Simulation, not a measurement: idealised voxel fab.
Proc. module: voxel capacitor over wiring
235 nm wide, 5 nm square cells: that's cross-section cut.
Cross-section format: a grid of square cells, given as bands from top to bottom; each band is one or more rows of cells.
Band entry format. Leading values: height of top, height of bottom, nm. Remainder: materials in left-to-right order, each with its width in nm. Special words: "all across" on a single material, which then fills the band edge to edge; "empty", empty space.
The level at which height equals 0 is the one under which the wafer, as it arrives, is entirely one material. No lower edge exists for the bottom band, which continues downward and is notated as in "0..down".
Width "30 to 40": first value at the band's top row of cells, second value at its bottom row, equal change from row to row.
It should be understood that the words "nothing got changed", when stated for a given step, signify that the cross-section underwent no change in any of its cells during that step.
"Fully sealed cavities" - sealed voids, min. 8 cells, no opening to top; format: width x height at distance (distance from left edge; nm throughout).
Where a step's line continues beyond its settings, the continuation is a remark by the simulator itself on that step.
If you see "overlay nm" on a step's line and that step has a mask, it's telling you how far right of where it was planned the mask ended up; a negative number means it went left instead.
## These are the steps we planned for the process
1 RECEIVE [material Si]
2 CONFORMAL_DEP [material SiO2] [thk nm 10]
3 DIRECTIONAL_DEP [material TiN] [thk nm 5]
4 DIRECTIONAL_DEP [material Ru] [thk nm 25]
5 MASKED_ETCH [tone cover] [mask id METAL_1] [width nm 30] [pitch nm 95] [etch materials Ru] [depth nm 25] [overlay nm 0]
6 MASKED_ETCH [tone cover] [mask id METAL_1] [width nm 30] [pitch nm 95] [etch materials TiN] [depth nm 5] [overlay nm 0]
7 CONFORMAL_DEP [material SiCN] [thk nm 5]
8 FILL_DEP [material SiO2] [thk nm 5]
9 CMP [height nm 40]
10 CONFORMAL_DEP [material SiCN] [thk nm 5]
11 DIRECTIONAL_DEP [material SiO2] [thk nm 20]
12 PATTERN [tone open] [mask id PLUG_1] [material resist] [width nm 15] [thk nm 20] [overlay nm 0]
13 DIRECTIONAL_ETCH [etch materials SiO2] [depth nm 20]
14 DIRECTIONAL_ETCH [etch materials SiCN] [depth nm 5]
15 STRIP [etch materials resist]
16 CONFORMAL_DEP [material TiN] [thk nm 5]
17 FILL_DEP [material W] [thk nm 10]
18 CMP [height nm 65]
19 DIRECTIONAL_DEP [material TiN] [thk nm 10]
20 DIRECTIONAL_DEP [material Al2O3] [thk nm 5]
21 DIRECTIONAL_DEP [material TiN] [thk nm 10]
22 MASKED_ETCH [tone cover] [mask id UPPER_PLATE] [width nm 70] [etch materials TiN] [depth nm 10] [overlay nm 0]
23 MASKED_ETCH [tone cover] [mask id UPPER_PLATE] [width nm 70] [etch materials Al2O3] [depth nm 5] [overlay nm 0]
24 MASKED_ETCH [tone cover] [mask id LOWER_PLATE] [width nm 80] [etch materials TiN] [depth nm 10] [overlay nm 0]
25 FILL_DEP [material SiO2] [thk nm 20]
26 CMP [height nm 105]
27 DIRECTIONAL_DEP [material aC] [thk nm 10]
28 PATTERN [tone open] [mask id PLUG_2] [material resist] [width nm 15] [thk nm 30] [overlay nm 0]
29 DIRECTIONAL_ETCH [etch materials aC] [depth nm 10]
30 STRIP [etch materials resist]
31 DIRECTIONAL_ETCH [etch materials SiO2] [depth nm 15]
32 STRIP [etch materials aC]
33 CONFORMAL_DEP [material TiN] [thk nm 5]
34 FILL_DEP [material Ru] [thk nm 5]
35 CMP [height nm 105]
36 CONFORMAL_DEP [material SiCN] [thk nm 5]
## Of two wafers, the first: run according to plan
## Wafer cross-section on receipt, i.e. after step 1
* 0..down: Si all across
* Fully sealed cavities: none
## after step 2
* 10..0: SiO2 all across
* Beneath the level 0, the cross-section is identical to its previous state.
## after step 3
* 15..10: TiN all across
* Beneath the level 10, the cross-section is identical to its previous state.
## after step 4
* 40..15: Ru all across
* Beneath the level 15, the cross-section is identical to its previous state.
## after step 5
* 40..15: 55 nm empty, 30 nm Ru, 65 nm empty, 30 nm Ru, 55 nm empty
* Beneath the level 15, the cross-section is identical to its previous state.
## after step 6
* 40..15: 55 nm empty, 30 nm Ru, 65 nm empty, 30 nm Ru, 55 nm empty
* 15..10: 55 nm empty, 30 nm TiN, 65 nm empty, 30 nm TiN, 55 nm empty
* Beneath the level 10, the cross-section is identical to its previous state.
## after step 7
* 45..40: 50 nm empty, 40 nm SiCN, 55 nm empty, 40 nm SiCN, 50 nm empty
* 40..15: 50 nm empty, 5 nm SiCN, 30 nm Ru, 5 nm SiCN, 55 nm empty, 5 nm SiCN, 30 nm Ru, 5 nm SiCN, 50 nm empty
* 15..10: 55 nm SiCN, 30 nm TiN, 65 nm SiCN, 30 nm TiN, 55 nm SiCN
* Beneath the level 10, the cross-section is identical to its previous state.
## after step 8
* 50..45: SiO2 all across
* 45..40: 50 nm SiO2, 40 nm SiCN, 55 nm SiO2, 40 nm SiCN, 50 nm SiO2
* 40..15: 50 nm SiO2, 5 nm SiCN, 30 nm Ru, 5 nm SiCN, 55 nm SiO2, 5 nm SiCN, 30 nm Ru, 5 nm SiCN, 50 nm SiO2
* Beneath the level 15, the cross-section is identical to its previous state.
## after step 9
* 40..15: 50 nm SiO2, 5 nm SiCN, 30 nm Ru, 5 nm SiCN, 55 nm SiO2, 5 nm SiCN, 30 nm Ru, 5 nm SiCN, 50 nm SiO2
* Beneath the level 15, the cross-section is identical to its previous state.
## after step 10
* 45..40: SiCN all across
* Beneath the level 40, the cross-section is identical to its previous state.
## after step 11
* 65..45: SiO2 all across
* Beneath the level 45, the cross-section is identical to its previous state.
## after step 12
* 85..65: 70 nm resist, 15 nm empty, 150 nm resist
* Beneath the level 65, the cross-section is identical to its previous state.
## after step 13
* 85..65: 70 nm resist, 15 nm empty, 150 nm resist
* 65..45: 70 nm SiO2, 15 nm empty, 150 nm SiO2
* Beneath the level 45, the cross-section is identical to its previous state.
## after step 14
* 85..65: 70 nm resist, 15 nm empty, 150 nm resist
* 65..45: 70 nm SiO2, 15 nm empty, 150 nm SiO2
* 45..40: 70 nm SiCN, 15 nm empty, 150 nm SiCN
* Beneath the level 40, the cross-section is identical to its previous state.
## after step 15
* 65..45: 70 nm SiO2, 15 nm empty, 150 nm SiO2
* Beneath the level 45, the cross-section is identical to its previous state.
## after step 16
* 70..65: 75 nm TiN, 5 nm empty, 155 nm TiN
* 65..45: 70 nm SiO2, 5 nm TiN, 5 nm empty, 5 nm TiN, 150 nm SiO2
* 45..40: 70 nm SiCN, 15 nm TiN, 150 nm SiCN
* Beneath the level 40, the cross-section is identical to its previous state.
## after step 17
* 80..70: W all across
* 70..65: 75 nm TiN, 5 nm W, 155 nm TiN
* 65..45: 70 nm SiO2, 5 nm TiN, 5 nm W, 5 nm TiN, 150 nm SiO2
* Beneath the level 45, the cross-section is identical to its previous state.
## after step 18
* 65..45: 70 nm SiO2, 5 nm TiN, 5 nm W, 5 nm TiN, 150 nm SiO2
* Beneath the level 45, the cross-section is identical to its previous state.
## after step 19
* 75..65: TiN all across
* Beneath the level 65, the cross-section is identical to its previous state.
## after step 20
* 80..75: Al2O3 all across
* Beneath the level 75, the cross-section is identical to its previous state.
## after step 21
* 90..80: TiN all across
* Beneath the level 80, the cross-section is identical to its previous state.
## after step 22
* 90..80: 70 nm empty, 70 nm TiN, 95 nm empty
* Beneath the level 80, the cross-section is identical to its previous state.
## after step 23
* 90..80: 70 nm empty, 70 nm TiN, 95 nm empty
* 80..75: 70 nm empty, 70 nm Al2O3, 95 nm empty
* Beneath the level 75, the cross-section is identical to its previous state.
## after step 24
* 90..80: 70 nm empty, 70 nm TiN, 95 nm empty
* 80..75: 70 nm empty, 70 nm Al2O3, 95 nm empty
* 75..65: 65 nm empty, 80 nm TiN, 90 nm empty
* Beneath the level 65, the cross-section is identical to its previous state.
## after step 25
* 110..90: SiO2 all across
* 90..80: 70 nm SiO2, 70 nm TiN, 95 nm SiO2
* 80..75: 70 nm SiO2, 70 nm Al2O3, 95 nm SiO2
* 75..65: 65 nm SiO2, 80 nm TiN, 90 nm SiO2
* Beneath the level 65, the cross-section is identical to its previous state.
## after step 26
* 105..90: SiO2 all across
* Beneath the level 90, the cross-section is identical to its previous state.
## after step 27
* 115..105: aC all across
* Beneath the level 105, the cross-section is identical to its previous state.
## after step 28
* 145..115: 80 nm resist, 15 nm empty, 140 nm resist
* Beneath the level 115, the cross-section is identical to its previous state.
## after step 29
* 135..115: 80 nm resist, 15 nm empty, 140 nm resist
* 115..105: 80 nm aC, 15 nm empty, 140 nm aC
* Beneath the level 105, the cross-section is identical to its previous state.
## after step 30
* 115..105: 80 nm aC, 15 nm empty, 140 nm aC
* Beneath the level 105, the cross-section is identical to its previous state.
## after step 31
* 115..105: 80 nm aC, 15 nm empty, 140 nm aC
* 105..90: 80 nm SiO2, 15 nm empty, 140 nm SiO2
* Beneath the level 90, the cross-section is identical to its previous state.
## after step 32
* 105..90: 80 nm SiO2, 15 nm empty, 140 nm SiO2
* Beneath the level 90, the cross-section is identical to its previous state.
## after step 33
* 110..105: 85 nm TiN, 5 nm empty, 145 nm TiN
* 105..95: 80 nm SiO2, 5 nm TiN, 5 nm empty, 5 nm TiN, 140 nm SiO2
* 95..90: 80 nm SiO2, 15 nm TiN, 140 nm SiO2
* Beneath the level 90, the cross-section is identical to its previous state.
## after step 34
* 115..110: Ru all across
* 110..105: 85 nm TiN, 5 nm Ru, 145 nm TiN
* 105..95: 80 nm SiO2, 5 nm TiN, 5 nm Ru, 5 nm TiN, 140 nm SiO2
* Beneath the level 95, the cross-section is identical to its previous state.
## after step 35
* 105..95: 80 nm SiO2, 5 nm TiN, 5 nm Ru, 5 nm TiN, 140 nm SiO2
* Beneath the level 95, the cross-section is identical to its previous state.
## after step 36
* 110..105: SiCN all across
* Beneath the level 105, the cross-section is identical to its previous state.
## Wafer two: like wafer one in start and plan, but with one mistake in execution; identical up to and including step 1
Second wafer: cross-section at the scheduled end of step 2: nothing got changed
## Second wafer: cross-section at the scheduled end of step 3
* 5..0: TiN all across
* Beneath the level 0, the cross-section is identical to its previous state.
## Second wafer: cross-section at the scheduled end of step 4
* 30..5: Ru all across
* Beneath the level 5, the cross-section is identical to its previous state.
## Second wafer: cross-section at the scheduled end of step 5
* 30..5: 55 nm empty, 30 nm Ru, 65 nm empty, 30 nm Ru, 55 nm empty
* Beneath the level 5, the cross-section is identical to its previous state.
## Second wafer: cross-section at the scheduled end of step 6
* 30..5: 55 nm empty, 30 nm Ru, 65 nm empty, 30 nm Ru, 55 nm empty
* 5..0: 55 nm empty, 30 nm TiN, 65 nm empty, 30 nm TiN, 55 nm empty
* Beneath the level 0, the cross-section is identical to its previous state.
## Second wafer: cross-section at the scheduled end of step 7
* 35..30: 50 nm empty, 40 nm SiCN, 55 nm empty, 40 nm SiCN, 50 nm empty
* 30..5: 50 nm empty, 5 nm SiCN, 30 nm Ru, 5 nm SiCN, 55 nm empty, 5 nm SiCN, 30 nm Ru, 5 nm SiCN, 50 nm empty
* 5..0: 55 nm SiCN, 30 nm TiN, 65 nm SiCN, 30 nm TiN, 55 nm SiCN
* Beneath the level 0, the cross-section is identical to its previous state.
## Second wafer: cross-section at the scheduled end of step 8
* 40..35: SiO2 all across
* 35..30: 50 nm SiO2, 40 nm SiCN, 55 nm SiO2, 40 nm SiCN, 50 nm SiO2
* 30..5: 50 nm SiO2, 5 nm SiCN, 30 nm Ru, 5 nm SiCN, 55 nm SiO2, 5 nm SiCN, 30 nm Ru, 5 nm SiCN, 50 nm SiO2
* Beneath the level 5, the cross-section is identical to its previous state.
Second wafer: cross-section at the scheduled end of step 9: nothing got changed
## Second wafer: cross-section at the scheduled end of step 10
* 45..40: SiCN all across
* Beneath the level 40, the cross-section is identical to its previous state.
## Second wafer: cross-section at the scheduled end of step 11
* 65..45: SiO2 all across
* Beneath the level 45, the cross-section is identical to its previous state.
## Second wafer: cross-section at the scheduled end of step 12
* 85..65: 70 nm resist, 15 nm empty, 150 nm resist
* Beneath the level 65, the cross-section is identical to its previous state.
## Second wafer: cross-section at the scheduled end of step 13
* 85..65: 70 nm resist, 15 nm empty, 150 nm resist
* 65..45: 70 nm SiO2, 15 nm empty, 150 nm SiO2
* Beneath the level 45, the cross-section is identical to its previous state.
## Second wafer: cross-section at the scheduled end of step 14
* 85..65: 70 nm resist, 15 nm empty, 150 nm resist
* 65..45: 70 nm SiO2, 15 nm empty, 150 nm SiO2
* 45..40: 70 nm SiCN, 15 nm empty, 150 nm SiCN
* Beneath the level 40, the cross-section is identical to its previous state.
## Second wafer: cross-section at the scheduled end of step 15
* 65..45: 70 nm SiO2, 15 nm empty, 150 nm SiO2
* Beneath the level 45, the cross-section is identical to its previous state.
## Second wafer: cross-section at the scheduled end of step 16
* 70..65: 75 nm TiN, 5 nm empty, 155 nm TiN
* 65..45: 70 nm SiO2, 5 nm TiN, 5 nm empty, 5 nm TiN, 150 nm SiO2
* 45..40: 70 nm SiCN, 15 nm TiN, 150 nm SiCN
* Beneath the level 40, the cross-section is identical to its previous state.
## Second wafer: cross-section at the scheduled end of step 17
* 80..70: W all across
* 70..65: 75 nm TiN, 5 nm W, 155 nm TiN
* 65..45: 70 nm SiO2, 5 nm TiN, 5 nm W, 5 nm TiN, 150 nm SiO2
* Beneath the level 45, the cross-section is identical to its previous state.
## Second wafer: cross-section at the scheduled end of step 18
* 65..45: 70 nm SiO2, 5 nm TiN, 5 nm W, 5 nm TiN, 150 nm SiO2
* Beneath the level 45, the cross-section is identical to its previous state.
## Second wafer: cross-section at the scheduled end of step 19
* 75..65: TiN all across
* Beneath the level 65, the cross-section is identical to its previous state.
## Second wafer: cross-section at the scheduled end of step 20
* 80..75: Al2O3 all across
* Beneath the level 75, the cross-section is identical to its previous state.
## Second wafer: cross-section at the scheduled end of step 21
* 90..80: TiN all across
* Beneath the level 80, the cross-section is identical to its previous state.
## Second wafer: cross-section at the scheduled end of step 22
* 90..80: 70 nm empty, 70 nm TiN, 95 nm empty
* Beneath the level 80, the cross-section is identical to its previous state.
## Second wafer: cross-section at the scheduled end of step 23
* 90..80: 70 nm empty, 70 nm TiN, 95 nm empty
* 80..75: 70 nm empty, 70 nm Al2O3, 95 nm empty
* Beneath the level 75, the cross-section is identical to its previous state.
## Second wafer: cross-section at the scheduled end of step 24
* 90..80: 70 nm empty, 70 nm TiN, 95 nm empty
* 80..75: 70 nm empty, 70 nm Al2O3, 95 nm empty
* 75..65: 65 nm empty, 80 nm TiN, 90 nm empty
* Beneath the level 65, the cross-section is identical to its previous state.
## Second wafer: cross-section at the scheduled end of step 25
* 110..90: SiO2 all across
* 90..80: 70 nm SiO2, 70 nm TiN, 95 nm SiO2
* 80..75: 70 nm SiO2, 70 nm Al2O3, 95 nm SiO2
* 75..65: 65 nm SiO2, 80 nm TiN, 90 nm SiO2
* Beneath the level 65, the cross-section is identical to its previous state.
## Second wafer: cross-section at the scheduled end of step 26
* 105..90: SiO2 all across
* Beneath the level 90, the cross-section is identical to its previous state.
## Second wafer: cross-section at the scheduled end of step 27
* 115..105: aC all across
* Beneath the level 105, the cross-section is identical to its previous state.
## Second wafer: cross-section at the scheduled end of step 28
* 145..115: 80 nm resist, 15 nm empty, 140 nm resist
* Beneath the level 115, the cross-section is identical to its previous state.
## Second wafer: cross-section at the scheduled end of step 29
* 135..115: 80 nm resist, 15 nm empty, 140 nm resist
* 115..105: 80 nm aC, 15 nm empty, 140 nm aC
* Beneath the level 105, the cross-section is identical to its previous state.
## Second wafer: cross-section at the scheduled end of step 30
* 115..105: 80 nm aC, 15 nm empty, 140 nm aC
* Beneath the level 105, the cross-section is identical to its previous state.
## Second wafer: cross-section at the scheduled end of step 31
* 115..105: 80 nm aC, 15 nm empty, 140 nm aC
* 105..90: 80 nm SiO2, 15 nm empty, 140 nm SiO2
* Beneath the level 90, the cross-section is identical to its previous state.
## Second wafer: cross-section at the scheduled end of step 32
* 105..90: 80 nm SiO2, 15 nm empty, 140 nm SiO2
* Beneath the level 90, the cross-section is identical to its previous state.
## Second wafer: cross-section at the scheduled end of step 33
* 110..105: 85 nm TiN, 5 nm empty, 145 nm TiN
* 105..95: 80 nm SiO2, 5 nm TiN, 5 nm empty, 5 nm TiN, 140 nm SiO2
* 95..90: 80 nm SiO2, 15 nm TiN, 140 nm SiO2
* Beneath the level 90, the cross-section is identical to its previous state.
## Second wafer: cross-section at the scheduled end of step 34
* 115..110: Ru all across
* 110..105: 85 nm TiN, 5 nm Ru, 145 nm TiN
* 105..95: 80 nm SiO2, 5 nm TiN, 5 nm Ru, 5 nm TiN, 140 nm SiO2
* Beneath the level 95, the cross-section is identical to its previous state.
## Second wafer: cross-section at the scheduled end of step 35
* 105..95: 80 nm SiO2, 5 nm TiN, 5 nm Ru, 5 nm TiN, 140 nm SiO2
* Beneath the level 95, the cross-section is identical to its previous state.
## Second wafer: cross-section at the scheduled end of step 36
* 110..105: SiCN all across
* Beneath the level 105, the cross-section is identical to its previous state.
Error vs. plan: step 2 in the plan did not get run; it was skipped
Bottom line after processing is that, in cells, the second wafer is up or down on some materials versus the first: SiCN +16, SiO2 -16
